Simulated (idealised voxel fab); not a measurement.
process module | voxel released beams
Section cut is 140 nm wide and gridded with 5 nm square cells.
Square cells in a grid make up a cross-section in this document, and the grid is given as bands, listed from the top down, each one or more rows of cells. Look at the band entry: it leads with the top's height and the bottom's height in nm. Then it lists the materials left to right, with a width in nm for each. The word "edge to edge" on a single material says that material fills the band edge to edge. The word "blank" is empty space. Heights are reckoned from 0. Under this level, the received wafer is all of one material. The bottommost band is open-ended downward, for example "0..down". Width spec "30->40" -> top row of cells at first value, bottom row at second value, equal per-row change in between. The cross-section has no changed cell in any step marked "changes: none". Under "Unvented internal voids" you'll find the enclosed gaps, the ones with no way out to the top, that are 8 cells or bigger; each reads width x height at distance, with distance counted from the left edge, everything in nm. Anything after a step's settings on that line? It's the simulator's own note about the step. overlay nm: mask right of planned place by this much (step with mask). Neg. = left.
# Process steps (planned)
- 1: op RECEIVE | material Si
- 2: op CONFORMAL_DEP | material SiN | thk nm 10
- 3: op DIRECTIONAL_DEP | material SiO2 | thk nm 10
- 4: op MASKED_ETCH | tone open | mask id ANCHOR | width nm 35 | etch materials SiO2 | depth nm 10 | overlay nm -15
- 5: op CONFORMAL_DEP | material polySi | thk nm 15
- 6: op DIRECTIONAL_DEP | material aC | thk nm 15
- 7: op PATTERN | tone cover | mask id BEAM | material resist | width nm 80 | thk nm 35 | overlay nm 0
- 8: op DIRECTIONAL_ETCH | etch materials aC | depth nm 15
- 9: op STRIP | etch materials resist
- 10: op DIRECTIONAL_ETCH | etch materials polySi | depth nm 15
- 11: op STRIP | etch materials aC
- 12: op STRIP | etch materials SiO2
What sets these wafers apart? The overlay nm at step 4. They all start alike, and the plan carries the first wafer's value.
# Step 1 complete: as-received cross-section of the first of several wafers
	0..down | Si edge to edge
	Unvented internal voids: none
# Take any row and you have a wafer at the end of the module: how many cells of each material it has gained (+) or lost (-) since it was received, and then its closed voids
overlay nm -15; +56 SiN; +60 polySi; Unvented internal voids: none
overlay nm -10; +56 SiN; +60 polySi; Unvented internal voids: none
overlay nm -5; +56 SiN; +60 polySi; Unvented internal voids: none
overlay nm 0; +56 SiN; +60 polySi; Unvented internal voids: none
overlay nm 5; +56 SiN; +60 polySi; Unvented internal voids: none
overlay nm 10; +56 SiN; +60 polySi; Unvented internal voids: none
overlay nm 15; +56 SiN; +60 polySi; Unvented internal voids: none
